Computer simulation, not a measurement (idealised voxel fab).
This is a process module. Its name is voxel air gaps.
FYI the section here is cut, 225 nm wide, cells are 5 nm squares.
Heads up, the way a cross-section reads in here is a grid of square cells, handed over as bands from the top down, with every band being one or more rows of cells. Band entry format. Leading values: height of top, height of bottom, nm. Remainder: materials in left-to-right order, each with its width in nm. Special words: "edge to edge" on a single material, which then fills the band edge to edge; "blank", empty space. Height is counted from the level 0, under which the received wafer is composed throughout of one material. The lowest of the bands is not closed at the bottom but continues downward, in the notation "top 0, no bottom". Width "30..40": first value at the band's top row of cells, second value at its bottom row, equal change from row to row. "no alteration" for a step: no cell of the cross-section changed in that step. Voids not open to the top, 8 cells minimum: see "Closed void roster". Written width x height at distance; distance is from the left edge; nm. Step line, after settings: the simulator's comment on this step. When a step includes a mask, the "overlay nm" setting on its line states how far to the right of its planned place that mask lay, and negative values state how far to the left.
The steps planned for the process are as follows:
1 RECEIVE with material Si
2 CONFORMAL_DEP with material SiO2, thk nm 10
3 CONFORMAL_DEP with material SiCN, thk nm 5
4 DIRECTIONAL_DEP with material SiO2, thk nm 40
5 PATTERN with tone open, mask id LINES, material resist, width nm 20, pitch nm 45, thk nm 15, overlay nm -15
6 DIRECTIONAL_ETCH with etch materials SiO2, depth nm 40
7 STRIP with etch materials resist
8 CONFORMAL_DEP with material TiN, thk nm 5
9 FILL_DEP with material W, thk nm 10
10 CMP with height nm 55
11 EPI with material Ru, thk nm 10
12 SELECTIVE_ETCH with etch materials SiO2, depth nm 50
13 CONFORMAL_DEP with material SiCN, thk nm 5
Same starting wafers, different overlay nm at step 5. Plan value belongs to the first wafer.
This is how the first of several wafers looked in cross-section when it arrived, which is after step 1:
* top 0, no bottom | Si edge to edge
* Closed void roster: none
The first of several wafers, seen in cross-section after the module's last step, step 13:
* top 70, bottom 65 | 25 blank; 140 SiCN; 60 blank
* top 65, bottom 55 | 25 blank; 5 SiCN; 40 Ru; 5 SiCN; 40 Ru; 5 SiCN; 40 Ru; 5 SiCN; 60 blank
* top 55, bottom 50 | 25 blank; 15 SiCN; 5 TiN; 10 W; 5 TiN; 25 SiCN; 5 TiN; 10 W; 5 TiN; 25 SiCN; 5 TiN; 10 W; 5 TiN; 15 SiCN; 60 blank
* top 50, bottom 20 | 35 blank; 5 SiCN; 5 TiN; 10 W; 5 TiN; 5 SiCN; 15 blank; 5 SiCN; 5 TiN; 10 W; 5 TiN; 5 SiCN; 15 blank; 5 SiCN; 5 TiN; 10 W; 5 TiN; 5 SiCN; 70 blank
* top 20, bottom 15 | 40 SiCN; 20 TiN; 25 SiCN; 20 TiN; 25 SiCN; 20 TiN; 75 SiCN
* top 15, bottom 10 | SiCN edge to edge
* top 10, bottom 0 | SiO2 edge to edge
* top 0, no bottom | Si edge to edge
* Closed void roster: 15 x 30 at 65; 15 x 30 at 110
Last wafer x-sec, end of module:
* top 70, bottom 65 | 55 blank; 140 SiCN; 30 blank
* top 65, bottom 55 | 55 blank; 5 SiCN; 40 Ru; 5 SiCN; 40 Ru; 5 SiCN; 40 Ru; 5 SiCN; 30 blank
* top 55, bottom 50 | 55 blank; 15 SiCN; 5 TiN; 10 W; 5 TiN; 25 SiCN; 5 TiN; 10 W; 5 TiN; 25 SiCN; 5 TiN; 10 W; 5 TiN; 15 SiCN; 30 blank
* top 50, bottom 20 | 65 blank; 5 SiCN; 5 TiN; 10 W; 5 TiN; 5 SiCN; 15 blank; 5 SiCN; 5 TiN; 10 W; 5 TiN; 5 SiCN; 15 blank; 5 SiCN; 5 TiN; 10 W; 5 TiN; 5 SiCN; 40 blank
* top 20, bottom 15 | 70 SiCN; 20 TiN; 25 SiCN; 20 TiN; 25 SiCN; 20 TiN; 45 SiCN
* top 15, bottom 10 | SiCN edge to edge
* top 10, bottom 0 | SiO2 edge to edge
* top 0, no bottom | Si edge to edge
* Closed void roster: 15 x 30 at 95; 15 x 30 at 140
What follows is a table in which each wafer occupies a row; for the wafer as it stands at the close of the module, the row states, material by material, how many cells have been gained (+) or lost (-) since receipt, and then gives its closed voids:
overlay nm -15 | +48 Ru | +166 SiCN | +90 SiO2 | +54 TiN | +42 W | Closed void roster: 15 x 30 at 65; 15 x 30 at 110
overlay nm -10 | +48 Ru | +166 SiCN | +90 SiO2 | +54 TiN | +42 W | Closed void roster: 15 x 30 at 70; 15 x 30 at 115
overlay nm -5 | +48 Ru | +166 SiCN | +90 SiO2 | +54 TiN | +42 W | Closed void roster: 15 x 30 at 75; 15 x 30 at 120
overlay nm 0 | +48 Ru | +166 SiCN | +90 SiO2 | +54 TiN | +42 W | Closed void roster: 15 x 30 at 80; 15 x 30 at 125
overlay nm 5 | +48 Ru | +166 SiCN | +90 SiO2 | +54 TiN | +42 W | Closed void roster: 15 x 30 at 85; 15 x 30 at 130
overlay nm 10 | +48 Ru | +166 SiCN | +90 SiO2 | +54 TiN | +42 W | Closed void roster: 15 x 30 at 90; 15 x 30 at 135
overlay nm 15 | +48 Ru | +166 SiCN | +90 SiO2 | +54 TiN | +42 W | Closed void roster: 15 x 30 at 95; 15 x 30 at 140
